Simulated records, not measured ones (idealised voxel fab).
Presented below is a process module, voxel ribs on slabs.
Each square cell in cross-section cut measures 5 nm, and the section as a whole is 195 nm wide.
Notation: cross-section as square-cell grid; stated in bands, top first, going down; one or more cell rows per band.
For a band, the entry starts with two heights in nm, that of the top and then that of the bottom, and carries on with the band's materials in order from left to right, each alongside its width in nm; the word "edge to edge" beside a single material means it fills the band edge to edge, and "empty" means empty space.
Basically, 0 is our baseline, since under it the wafer straight out of the box is all one material. The bottom band has no lower end and keeps on going down, so it looks like "0 -> down".
A width such as "30->40" changes by the same amount from each row of cells to the next, from the band's top row to its bottom row.
"no alteration", as given for a step, is the statement that not any cell of the cross-section underwent a change during that step.
"Non-vented voids" enumerates empty spaces isolated from the top, with no open way to it, that contain at least 8 cells, giving each as width x height at distance from the left edge, all three in nm.
What comes after the settings on a step's line is commentary from the simulator itself on that step.
overlay nm, on a step with a mask: how far to the right of its planned place the mask lay; to the left if negative

The following list gives the planned process steps:
step 1: op RECEIVE | material Si
step 2: op DIRECTIONAL_DEP | material SiO2 | thk nm 25
step 3: op DIRECTIONAL_DEP | material SiN | thk nm 15
step 4: op MASKED_ETCH | tone cover | mask id RIB | width nm 25 | etch materials SiN | depth nm 10 | overlay nm 0
step 5: op DIRECTIONAL_DEP | material aC | thk nm 15
step 6: op PATTERN | tone cover | mask id SLAB | material resist | width nm 85 | thk nm 35 | overlay nm 0
step 7: op DIRECTIONAL_ETCH | etch materials aC | depth nm 15
step 8: op STRIP | etch materials resist
step 9: op DIRECTIONAL_ETCH | etch materials SiN | depth nm 5
step 10: op STRIP | etch materials aC
step 11: op FILL_DEP | material SiO2 | thk nm 20
step 12: op CMP | height nm 55
step 13: op DIRECTIONAL_DEP | material TiN | thk nm 10
step 14: op MASKED_ETCH | tone cover | mask id HEATER | width nm 35 | etch materials TiN | depth nm 10 | overlay nm 0
step 15: op CONFORMAL_DEP | material SiN | thk nm 5

So, the first of our two wafers, run just as we planned it:

Cross-section of the wafer as it came to us, i.e., already through step 1:
	0 -> down | Si edge to edge
	Non-vented voids: none

Wafer section view after processing step 2:
	25 -> 0 | SiO2 edge to edge
	Below 0 it's all the same as before, nothing changed down there.

Wafer section view after processing step 3:
	40 -> 25 | SiN edge to edge
	Below 25 it's all the same as before, nothing changed down there.

Wafer section view after processing step 4:
	40 -> 30 | empty=85  SiN=25  empty=85
	Below 30 it's all the same as before, nothing changed down there.

Wafer section view after processing step 5:
	55 -> 45 | empty=85  aC=25  empty=85
	45 -> 40 | aC edge to edge
	40 -> 30 | aC=85  SiN=25  aC=85
	Below 30 it's all the same as before, nothing changed down there.

Wafer section view after processing step 6:
	90 -> 55 | empty=55  resist=85  empty=55
	55 -> 45 | empty=55  resist=30  aC=25  resist=30  empty=55
	Below 45 it's all the same as before, nothing changed down there.

Wafer section view after processing step 7:
	75 -> 55 | empty=55  resist=85  empty=55
	55 -> 45 | empty=55  resist=30  aC=25  resist=30  empty=55
	45 -> 40 | empty=55  aC=85  empty=55
	40 -> 30 | empty=55  aC=30  SiN=25  aC=30  empty=55
	Below 30 it's all the same as before, nothing changed down there.

Wafer section view after processing step 8:
	55 -> 45 | empty=85  aC=25  empty=85
	Below 45 it's all the same as before, nothing changed down there.

Wafer section view after processing step 9:
	55 -> 45 | empty=85  aC=25  empty=85
	45 -> 40 | empty=55  aC=85  empty=55
	40 -> 30 | empty=55  aC=30  SiN=25  aC=30  empty=55
	30 -> 25 | empty=55  SiN=85  empty=55
	Below 25 it's all the same as before, nothing changed down there.

Wafer section view after processing step 10:
	40 -> 30 | empty=85  SiN=25  empty=85
	Below 30 it's all the same as before, nothing changed down there.

Wafer section view after processing step 11:
	60 -> 40 | SiO2 edge to edge
	40 -> 30 | SiO2=85  SiN=25  SiO2=85
	30 -> 25 | SiO2=55  SiN=85  SiO2=55
	Below 25 it's all the same as before, nothing changed down there.

Wafer section view after processing step 12:
	55 -> 40 | SiO2 edge to edge
	Below 40 it's all the same as before, nothing changed down there.

Wafer section view after processing step 13:
	65 -> 55 | TiN edge to edge
	Below 55 it's all the same as before, nothing changed down there.

Wafer section view after processing step 14:
	65 -> 55 | empty=80  TiN=35  empty=80
	Below 55 it's all the same as before, nothing changed down there.

Wafer section view after processing step 15:
	70 -> 65 | empty=75  SiN=45  empty=75
	65 -> 60 | empty=75  SiN=5  TiN=35  SiN=5  empty=75
	60 -> 55 | SiN=80  TiN=35  SiN=80
	Below 55 it's all the same as before, nothing changed down there.

Regarding the second of the two wafers: it shared the first wafer's starting condition and process plan, yet one error occurred during its execution. Its history coincides with that of the first wafer up to and including step 3:

When step 4 should have ended:
	40 -> 30 | empty=95  SiN=25  empty=75
	Below 30 it's all the same as before, nothing changed down there.

When step 5 should have ended:
	55 -> 45 | empty=95  aC=25  empty=75
	45 -> 40 | aC edge to edge
	40 -> 30 | aC=95  SiN=25  aC=75
	Below 30 it's all the same as before, nothing changed down there.

When step 6 should have ended:
	90 -> 55 | empty=55  resist=85  empty=55
	55 -> 45 | empty=55  resist=40  aC=25  resist=20  empty=55
	Below 45 it's all the same as before, nothing changed down there.

When step 7 should have ended:
	75 -> 55 | empty=55  resist=85  empty=55
	55 -> 45 | empty=55  resist=40  aC=25  resist=20  empty=55
	45 -> 40 | empty=55  aC=85  empty=55
	40 -> 30 | empty=55  aC=40  SiN=25  aC=20  empty=55
	Below 30 it's all the same as before, nothing changed down there.

When step 8 should have ended:
	55 -> 45 | empty=95  aC=25  empty=75
	Below 45 it's all the same as before, nothing changed down there.

When step 9 should have ended:
	55 -> 45 | empty=95  aC=25  empty=75
	45 -> 40 | empty=55  aC=85  empty=55
	40 -> 30 | empty=55  aC=40  SiN=25  aC=20  empty=55
	30 -> 25 | empty=55  SiN=85  empty=55
	Below 25 it's all the same as before, nothing changed down there.

When step 10 should have ended:
	40 -> 30 | empty=95  SiN=25  empty=75
	Below 30 it's all the same as before, nothing changed down there.

When step 11 should have ended:
	60 -> 40 | SiO2 edge to edge
	40 -> 30 | SiO2=95  SiN=25  SiO2=75
	30 -> 25 | SiO2=55  SiN=85  SiO2=55
	Below 25 it's all the same as before, nothing changed down there.

When step 12 should have ended:
	55 -> 40 | SiO2 edge to edge
	Below 40 it's all the same as before, nothing changed down there.

When step 13 should have ended:
	65 -> 55 | TiN edge to edge
	Below 55 it's all the same as before, nothing changed down there.

When step 14 should have ended:
	65 -> 55 | empty=80  TiN=35  empty=80
	Below 55 it's all the same as before, nothing changed down there.

When step 15 should have ended:
	70 -> 65 | empty=75  SiN=45  empty=75
	65 -> 60 | empty=75  SiN=5  TiN=35  SiN=5  empty=75
	60 -> 55 | SiN=80  TiN=35  SiN=80
	Below 55 it's all the same as before, nothing changed down there.
Heads up, the wafer didn't run the way we planned it: step 4 off recipe, ran as op MASKED_ETCH | tone cover | mask id RIB | width nm 25 | etch materials SiN | depth nm 10 | overlay nm 10
Final state: per-material cell counts identical on both wafers; locations differ.
